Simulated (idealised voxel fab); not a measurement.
Process module heading - voxel plated lines
The figure presents cross-section cut, which has a width of 225 nm and is divided into square cells with an edge length of 5 nm.
Throughout this document, each cross-section is represented as a grid of square cells and is presented as a sequence of bands enumerated from the top downward, where a band comprises one or more rows of cells.
Top, bottom (nm), then materials left to right with widths (nm); lone material tagged "edge to edge" fills the whole band edge to edge; "air" = empty space.
Heads up on the height convention: 0 is the point under which the incoming wafer is all one material, and the lowest band has no bottom, it just keeps going down, like "0 and below".
With a width like "30 to 40", each row of cells in the band differs from the next by the same amount, the top row carrying the first number and the bottom row the second.
The designation "changes: none", where it is given for a processing step, indicates that no cell of the cross-section was altered in the course of that step.
If an empty space has no open way to the top and is at least 8 cells in size, "Enclosed void catalog" lists it, written width x height at distance, where distance is measured from the left edge and every value is in nm.
Step line, after settings: the simulator's comment on this step.
overlay nm: how far to the right of its planned place the mask lay on this masked step (negative: to the left).

### The following list gives the planned process steps
- 1: RECEIVE, material Si
- 2: CONFORMAL_DEP, material Al2O3, thk nm 10
- 3: DIRECTIONAL_DEP, material TiN, thk nm 5
- 4: PATTERN, tone open, mask id LINES, material resist, width nm 15, pitch nm 40, thk nm 30, overlay nm -15
- 5: EPI, material Ru, thk nm 5
- 6: EPI, material Ru, thk nm 5
- 7: STRIP, etch materials resist
- 8: DIRECTIONAL_ETCH, etch materials TiN, depth nm 5
- 9: CONFORMAL_DEP, material SiO2, thk nm 10
Quick note for whoever runs this: the wafers start identical, but the overlay nm at step 4 isn't the same across them. The plan just shows what the first wafer had.

### So this is the first of several wafers, cross-sectioned as it came to us, meaning it's at the end of step 1
    0 and below: Si edge to edge
    Enclosed void catalog: none

### Note: the following table is arranged by wafer, a row apiece. Each row reports the end-of-module state: per material, cells gained (+) or cells lost (-) compared with the wafer as received; closed voids follow
overlay nm -15 | +90 Al2O3 | +12 Ru | +114 SiO2 | +6 TiN | Enclosed void catalog: none
overlay nm -10 | +90 Al2O3 | +12 Ru | +114 SiO2 | +6 TiN | Enclosed void catalog: none
overlay nm -5 | +90 Al2O3 | +12 Ru | +114 SiO2 | +6 TiN | Enclosed void catalog: none
overlay nm 0 | +90 Al2O3 | +12 Ru | +114 SiO2 | +6 TiN | Enclosed void catalog: none
overlay nm 5 | +90 Al2O3 | +12 Ru | +114 SiO2 | +6 TiN | Enclosed void catalog: none
overlay nm 10 | +90 Al2O3 | +12 Ru | +114 SiO2 | +6 TiN | Enclosed void catalog: none
overlay nm 15 | +90 Al2O3 | +12 Ru | +114 SiO2 | +6 TiN | Enclosed void catalog: none
